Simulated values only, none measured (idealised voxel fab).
Proc. module: voxel self aligned contacts
250 nm wide, 5 nm square cells: that's cross-section cut.
Think of the cross-section as a grid of square cells. We describe it in bands, top to bottom, and each band covers one or more rows of those cells.
Band entry format. Leading values: height of top, height of bottom, nm. Remainder: materials in left-to-right order, each with its width in nm. Special words: "all across" on a single material, which then fills the band edge to edge; "empty", empty space.
Heights are expressed relative to 0, this being the level below which the as-received wafer comprises one material exclusively. The lowest band is unbounded in the downward direction and is denoted as in "top 0, no bottom".
A two-number width, for instance "30..40", indicates that the width is equal to the first number in the top row of the band and to the second number in the bottom row, and that it changes by a constant amount per row of cells.
The designation "remained unchanged", where it is given for a processing step, indicates that no cell of the cross-section was altered in the course of that step.
Each empty space that has no open way to the top and spans at least 8 cells appears under "Trapped voids" as width x height at distance, the distance counted from the left edge, all in nm.
On a step's line, text after the settings is the simulator commenting on that step.
overlay nm: for a step with a mask, the amount by which the mask lay right of where it was planned; a negative amount means left of it.

-- Steps in the process plan
1,RECEIVE with material Si
2,CONFORMAL_DEP with material SiO2, thk nm 5
3,DIRECTIONAL_DEP with material polySi, thk nm 20
4,DIRECTIONAL_DEP with material SiN, thk nm 20
5,DIRECTIONAL_DEP with material aC, thk nm 15
6,PATTERN with tone cover, mask id GATE, material resist, width nm 35, pitch nm 70, thk nm 35, overlay nm 0
7,DIRECTIONAL_ETCH with etch materials aC, depth nm 15
8,STRIP with etch materials resist
9,DIRECTIONAL_ETCH with etch materials SiN, depth nm 20
10,DIRECTIONAL_ETCH with etch materials polySi, depth nm 20
11,STRIP with etch materials aC
12,CONFORMAL_DEP with material SiN, thk nm 5
13,DIRECTIONAL_ETCH with etch materials SiN, depth nm 5
14,FILL_DEP with material SiO2, thk nm 10
15,CMP with height nm 50
16,DIRECTIONAL_DEP with material aC, thk nm 15
17,PATTERN with tone open, mask id CONTACT, material resist, width nm 55, thk nm 30, overlay nm 0
18,DIRECTIONAL_ETCH with etch materials aC, depth nm 15
19,STRIP with etch materials resist
20,DIRECTIONAL_ETCH with etch materials SiO2, depth nm 50
21,STRIP with etch materials aC
22,CONFORMAL_DEP with material TiN, thk nm 5
23,FILL_DEP with material W, thk nm 10
24,CMP with height nm 50
25,CONFORMAL_DEP with material SiCN, thk nm 5

-- Cross-section of the wafer upon arrival, representing the state reached after step 1
- top 0, no bottom | Si all across
- Trapped voids: none

-- Looking at the first of two wafers in cross-section at end of module - ran to plan
- top 55, bottom 50 | SiCN all across
- top 50, bottom 45 | SiO2=95 | TiN=20 | W=15 | TiN=20 | SiO2=100
- top 45, bottom 25 | SiO2=65 | SiN=45 | TiN=5 | W=15 | TiN=5 | SiN=45 | SiO2=70
- top 25, bottom 5 | SiO2=65 | SiN=5 | polySi=35 | SiN=5 | TiN=5 | W=15 | TiN=5 | SiN=5 | polySi=35 | SiN=5 | SiO2=70
- top 5, bottom 0 | SiO2=110 | TiN=25 | SiO2=115
- top 0, no bottom | Si all across
- Trapped voids: none

-- End-of-module cross-section of the second wafer: identical starting point and process plan to the first, with one processing mistake
- top 55, bottom 50 | SiCN all across
- top 50, bottom 45 | SiO2=95 | TiN=20 | W=15 | TiN=20 | SiO2=100
- top 45, bottom 25 | SiO2=65 | SiN=45 | TiN=5 | W=15 | TiN=5 | SiN=45 | SiO2=70
- top 25, bottom 20 | SiO2=110 | TiN=25 | SiO2=115
- top 20, bottom 0 | polySi all across
- top 0, no bottom | Si all across
- Trapped voids: none
Error vs. plan: steps 2 and 3 traded places in the executed sequence
Final comparison by cell count, materials where the second wafer has more or fewer than the first: -16 SiN, -108 SiO2, -8 TiN, -12 W, +144 polySi
